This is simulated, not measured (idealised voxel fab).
The document below concerns the process module designated voxel trench capacitor.
Each square cell in cross-section cut measures 5 nm, and the section as a whole is 165 nm wide.
How to read a cross-section here: the picture is a grid of square cells, written as bands going from the top down, and any band can span one or more rows of cells. Basically the band line says how high the top is and how high the bottom is, in nm, and then what's in it from left to right, every material with its width in nm. Empty space shows up as "empty", and if a single material carries "throughout" it runs the full band edge to edge. Height datum 0, below which the as-received substrate wafer is one material. Lowest band open at the bottom, running downward: "0 -> down". So if you see something like "30..40" for the width, read it as the top row of the band sitting at the first number and the bottom row at the second, with every row in between moving by the same amount as the last. The cross-section has no changed cell in any step marked "changes: none". Closed empty spaces (no open way to the top) of 8 cells or more are what "Fully sealed voids" lists, each as width x height at distance from the left edge, nm for all three. Where a step's line continues beyond its settings, the continuation is a remark by the simulator itself on that step. overlay nm, on a step with a mask: how far to the right of its planned place the mask lay; to the left if negative.

STEPS IN THE PROCESS PLAN
1,RECEIVE,material Si
2,CONFORMAL_DEP,material SiN,thk nm 10
3,DIRECTIONAL_DEP,material aC,thk nm 10
4,PATTERN,tone open,mask id TRENCH,material resist,width nm 25,pitch nm 50,thk nm 30,overlay nm 0
5,DIRECTIONAL_ETCH,etch materials aC,depth nm 10
6,STRIP,etch materials resist
7,DIRECTIONAL_ETCH,etch materials SiN,depth nm 10
8,DIRECTIONAL_ETCH,etch materials Si,depth nm 30
9,STRIP,etch materials aC
10,CONFORMAL_DEP,material HfO2,thk nm 5
11,CONFORMAL_DEP,material TiN,thk nm 5
12,FILL_DEP,material W,thk nm 5
13,CMP,height nm 10

WAFER AT RECEIPT (POST STEP 1), CROSS-SECTION
0 -> down  Si throughout
Fully sealed voids: none

FIRST OF TWO WAFERS: CROSS-SECTION AT END OF MODULE, RUN PER PLAN
10 -> 0  SiN (45), then HfO2 (5), then TiN (5), then W (5), then TiN (5), then HfO2 (5), then SiN (25), then HfO2 (5), then TiN (5), then W (5), then TiN (5), then HfO2 (5), then SiN (45)
0 -> -20  Si (45), then HfO2 (5), then TiN (5), then W (5), then TiN (5), then HfO2 (5), then Si (25), then HfO2 (5), then TiN (5), then W (5), then TiN (5), then HfO2 (5), then Si (45)
-20 -> -25  Si (45), then HfO2 (5), then TiN (15), then HfO2 (5), then Si (25), then HfO2 (5), then TiN (15), then HfO2 (5), then Si (45)
-25 -> -30  Si (45), then HfO2 (25), then Si (25), then HfO2 (25), then Si (45)
-30 -> down  Si throughout
Fully sealed voids: none

MODULE END: CROSS-SECTION OF WAFER TWO OF TWO. SAME START AND PROCESS PLAN AS THE FIRST WAFER. ONE MISTAKE DURING EXECUTION
10 -> 5  HfO2 (50), then TiN (5), then W (5), then TiN (5), then HfO2 (35), then TiN (5), then W (5), then TiN (5), then HfO2 (50)
5 -> 0  SiN (45), then HfO2 (5), then TiN (5), then W (5), then TiN (5), then HfO2 (5), then SiN (25), then HfO2 (5), then TiN (5), then W (5), then TiN (5), then HfO2 (5), then SiN (45)
0 -> -20  Si (45), then HfO2 (5), then TiN (5), then W (5), then TiN (5), then HfO2 (5), then Si (25), then HfO2 (5), then TiN (5), then W (5), then TiN (5), then HfO2 (5), then Si (45)
-20 -> -25  Si (45), then HfO2 (5), then TiN (15), then HfO2 (5), then Si (25), then HfO2 (5), then TiN (15), then HfO2 (5), then Si (45)
-25 -> -30  Si (45), then HfO2 (25), then Si (25), then HfO2 (25), then Si (45)
-30 -> down  Si throughout
Fully sealed voids: none
Want to know what went wrong? step 2 was not run as planned; what actually ran was CONFORMAL_DEP,material SiN,thk nm 5
Final difference in cells, second wafer against first, listed per material as more or fewer: HfO2 +23 | SiN -23
